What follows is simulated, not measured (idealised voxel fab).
Process module under the name voxel capacitor over wiring
The cross-section shown here is cut; it is 285 nm wide and divided into square cells measuring 5 nm on a side.
Notation: cross-section as square-cell grid; stated in bands, top first, going down; one or more cell rows per band. The band entry comprises the height of the band's top followed by the height of its bottom, expressed in nm, and subsequently the band's materials from left to right, each stated together with its width in nm. Where a single material is marked with the word "edge to edge", that material fills the band from edge to edge. The word "air" represents empty space. Height 0 is the level under which the wafer as received is all one material. The lowest band goes on downwards, as in "0..down". Note: "30..40" means the width goes from the first number (top row of the band) to the second number (bottom row) in equal steps per row of cells. "no alterations made" after a step means that no cell of the cross-section changed. "Closed void register" enumerates empty spaces isolated from the top, with no open way to it, that contain at least 8 cells, giving each as width x height at distance from the left edge, all three in nm. Step line, after settings: the simulator's comment on this step. overlay nm: step with mask; distance mask lay right of planned place; negative value = left of planned place.

## The process steps that were planned are listed below
1: RECEIVE with material Si
2: CONFORMAL_DEP with material SiO2, thk nm 15
3: DIRECTIONAL_DEP with material TiN, thk nm 5
4: DIRECTIONAL_DEP with material W, thk nm 25
5: MASKED_ETCH with tone cover, mask id METAL_1, width nm 20, pitch nm 85, etch materials W, depth nm 25, overlay nm 0
6: MASKED_ETCH with tone cover, mask id METAL_1, width nm 20, pitch nm 85, etch materials TiN, depth nm 5, overlay nm 0
7: CONFORMAL_DEP with material SiCN, thk nm 5
8: FILL_DEP with material SiO2, thk nm 5
9: CMP with height nm 45
10: CONFORMAL_DEP with material SiCN, thk nm 5
11: DIRECTIONAL_DEP with material SiO2, thk nm 15
12: PATTERN with tone open, mask id PLUG_1, material resist, width nm 15, thk nm 20, overlay nm 0
13: DIRECTIONAL_ETCH with etch materials SiO2, depth nm 15
14: DIRECTIONAL_ETCH with etch materials SiCN, depth nm 5
15: STRIP with etch materials resist
16: EPI with material Ru, thk nm 10
17: EPI with material Ru, thk nm 10
18: DIRECTIONAL_DEP with material TiN, thk nm 5
19: DIRECTIONAL_DEP with material SiN, thk nm 5
20: DIRECTIONAL_DEP with material TiN, thk nm 5
21: MASKED_ETCH with tone cover, mask id UPPER_PLATE, width nm 70, etch materials TiN, depth nm 5, overlay nm 0
22: MASKED_ETCH with tone cover, mask id UPPER_PLATE, width nm 70, etch materials SiN, depth nm 5, overlay nm 0
23: MASKED_ETCH with tone cover, mask id LOWER_PLATE, width nm 80, etch materials TiN, depth nm 5, overlay nm 0
24: FILL_DEP with material SiO2, thk nm 20
25: CMP with height nm 95
26: PATTERN with tone open, mask id PLUG_2, material resist, width nm 15, thk nm 15, overlay nm 0
27: DIRECTIONAL_ETCH with etch materials SiO2, depth nm 15
28: STRIP with etch materials resist
29: CONFORMAL_DEP with material TiN, thk nm 5
30: FILL_DEP with material Cu, thk nm 5
31: CMP with height nm 95
32: CONFORMAL_DEP with material SiN, thk nm 5

## Wafer at receipt (post step 1), cross-section
	0..down | Si edge to edge
	Closed void register: none

## Cross-section, end of module. Start: as above. Plan: as above. Execution: one mistake
	100..95 | SiN edge to edge
	95..85 | 105 nm SiO2 | 5 nm TiN | 5 nm Cu | 5 nm TiN | 165 nm SiO2
	85..75 | 105..95 nm SiO2 | 15..70 nm TiN | 165..120 nm SiO2
	75..70 | 95 nm SiO2 | 70 nm SiN | 120 nm SiO2
	70..65 | 90 nm SiO2 | 80 nm TiN | 115 nm SiO2
	65..50 | 95 nm SiO2 | 15 nm Ru | 175 nm SiO2
	50..45 | 95 nm SiCN | 15 nm Ru | 175 nm SiCN
	45..25 | 85 nm SiO2 | 5 nm SiCN | 20 nm W | 5 nm SiCN | 55 nm SiO2 | 5 nm SiCN | 20 nm W | 5 nm SiCN | 85 nm SiO2
	25..20 | 90 nm SiCN | 20 nm W | 65 nm SiCN | 20 nm W | 90 nm SiCN
	20..5 | SiO2 edge to edge
	5..0 | TiN edge to edge
	0..down | Si edge to edge
	Closed void register: none
Heads up, the wafer didn't run the way we planned it: swap of plan steps 2 and 3 during execution
